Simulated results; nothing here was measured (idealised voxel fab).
You're looking at the process module voxel ribs on slabs.
For reference, the cross-section in this document is cut, with width 265 nm and square cells of 5 nm.
Cross-section layout: square cells on a grid; listed as bands, top to bottom; a band spans one or more cell rows.
Basically the band line says how high the top is and how high the bottom is, in nm, and then what's in it from left to right, every material with its width in nm. Empty space shows up as "air", and if a single material carries "all across" it runs the full band edge to edge.
Heights are expressed relative to 0, this being the level below which the as-received wafer comprises one material exclusively. The lowest band is unbounded in the downward direction and is denoted as in "0 -> down".
When a width is written as two numbers, as in "30->40", the first number is the width in the top row of cells of the band and the second is the width in its bottom row, and the width changes by the same amount from each row to the next.
"changes: none" for a step: no cell of the cross-section changed in that step.
If an empty space has no open way to the top and is at least 8 cells in size, "Enclosed internal cavities" lists it, written width x height at distance, where distance is measured from the left edge and every value is in nm.
It should be noted that, on the line of a given step, the content following the step's settings is a remark produced by the simulator itself with respect to that step.
A step line may carry the setting "overlay nm", which, for steps involving a mask, states the distance by which the mask lay to the right of its intended position; negative values denote displacement to the left.

**Intended process steps**
1,op RECEIVE | material Si
2,op DIRECTIONAL_DEP | material SiO2 | thk nm 20
3,op DIRECTIONAL_DEP | material polySi | thk nm 20
4,op DIRECTIONAL_DEP | material aC | thk nm 15
5,op PATTERN | tone cover | mask id RIB | material resist | width nm 20 | thk nm 30 | overlay nm 0
6,op DIRECTIONAL_ETCH | etch materials aC | depth nm 15
7,op STRIP | etch materials resist
8,op DIRECTIONAL_ETCH | etch materials polySi | depth nm 10
9,op STRIP | etch materials aC
10,op MASKED_ETCH | tone cover | mask id SLAB | width nm 50 | etch materials polySi | depth nm 10 | overlay nm 0
11,op FILL_DEP | material SiO2 | thk nm 15
12,op CMP | height nm 50
13,op DIRECTIONAL_DEP | material W | thk nm 10
14,op MASKED_ETCH | tone cover | mask id HEATER | width nm 30 | etch materials W | depth nm 10 | overlay nm 0
15,op CONFORMAL_DEP | material SiN | thk nm 5

**Cross-section: wafer on arrival = after step 1**
    0 -> down | Si all across
    Enclosed internal cavities: none

**What the wafer looks like in cross-section after this module, when it starts as shown above and follows the plan above but one mistake is made in running it**
    65 -> 60 | 110 of air, 40 of SiN, 115 of air
    60 -> 55 | 110 of air, 5 of SiN, 30 of W, 5 of SiN, 115 of air
    55 -> 50 | 115 of SiN, 30 of W, 120 of SiN
    50 -> 40 | SiO2 all across
    40 -> 30 | 120 of SiO2, 20 of polySi, 125 of SiO2
    30 -> 20 | 100 of SiO2, 50 of polySi, 115 of SiO2
    20 -> 0 | SiO2 all across
    0 -> down | Si all across
    Enclosed internal cavities: none
Deviation noted in wafer processing: step 10 was run on a setting that differed from the plan, and what really ran there is op MASKED_ETCH | tone cover | mask id SLAB | width nm 50 | etch materials polySi | depth nm 10 | overlay nm -5
